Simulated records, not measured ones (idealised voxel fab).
Process module heading - voxel gate over fins
For reference, the cross-section in this document is cut, with width 215 nm and square cells of 5 nm.
In what follows, cross-sections appear as grids of square cells, described through bands that run from the top down, where every band is one or more rows of cells.
Look at the band entry: it leads with the top's height and the bottom's height in nm. Then it lists the materials left to right, with a width in nm for each. The word "throughout" on a single material says that material fills the band edge to edge. The word "empty" is empty space.
Heights from 0 (as-received wafer is one material below). Bottom band endless downward, as "from 0 down".
Quick explanation for "30->40": the width changes in equal steps down the rows of cells, from the first number in the band's top row to the second number in its bottom row.
Where the words "nothing altered" appear for a step, the cross-section shows no cell changed by that step; every cell remained as before.
"Completely enclosed voids" contains a list of empty spaces, each no smaller than 8 cells and without an open way to the top, written in the form width x height at distance with the distance from the left edge and all three in nm.
Anything after a step's settings on that line? It's the simulator's own note about the step.
overlay nm, on a step with a mask: how far to the right of its planned place the mask lay; to the left if negative

[Set out below are the planned steps of the process]
1. RECEIVE, material Si
2. CONFORMAL_DEP, material SiN, thk nm 10
3. DIRECTIONAL_DEP, material aC, thk nm 15
4. PATTERN, tone cover, mask id FINS, material resist, width nm 15, pitch nm 40, thk nm 30, overlay nm -15
5. DIRECTIONAL_ETCH, etch materials aC, depth nm 15
6. STRIP, etch materials resist
7. DIRECTIONAL_ETCH, etch materials SiN, depth nm 10
8. DIRECTIONAL_ETCH, etch materials Si, depth nm 40
9. STRIP, etch materials aC
10. FILL_DEP, material SiO2, thk nm 5
11. CMP, height nm 10
12. SELECTIVE_ETCH, etch materials SiO2, depth nm 25
13. STRIP, etch materials SiN
14. CONFORMAL_DEP, material HfO2, thk nm 5
15. CONFORMAL_DEP, material TiN, thk nm 5
16. CONFORMAL_DEP, material TiAl, thk nm 5
17. CONFORMAL_DEP, material TiN, thk nm 5
18. FILL_DEP, material W, thk nm 15
19. CMP, height nm 30
20. CONFORMAL_DEP, material SiCN, thk nm 10
All wafers enter the flow in the same state. The overlay nm at step 4 differs from wafer to wafer, and the plan gives the value for the first wafer.

[The first of several wafers in cross-section, exactly as it reached us after step 1]
	from 0 down  Si throughout
	Completely enclosed voids: none

[wafer rows; end of module; cells per material since receipt: (+) gained, (-) lost; then closed voids]
overlay nm -15; +61 HfO2; -272 Si; +86 SiCN; +170 SiO2; +55 TiAl; +110 TiN; +134 W; Completely enclosed voids: none
overlay nm -10; +61 HfO2; -272 Si; +86 SiCN; +170 SiO2; +55 TiAl; +110 TiN; +134 W; Completely enclosed voids: none
overlay nm -5; +61 HfO2; -272 Si; +86 SiCN; +170 SiO2; +55 TiAl; +110 TiN; +134 W; Completely enclosed voids: none
overlay nm 0; +61 HfO2; -272 Si; +86 SiCN; +170 SiO2; +55 TiAl; +110 TiN; +134 W; Completely enclosed voids: none
overlay nm 5; +61 HfO2; -272 Si; +86 SiCN; +170 SiO2; +55 TiAl; +110 TiN; +134 W; Completely enclosed voids: none
overlay nm 10; +61 HfO2; -272 Si; +86 SiCN; +170 SiO2; +55 TiAl; +110 TiN; +134 W; Completely enclosed voids: none
overlay nm 15; +61 HfO2; -272 Si; +86 SiCN; +170 SiO2; +55 TiAl; +110 TiN; +134 W; Completely enclosed voids: none
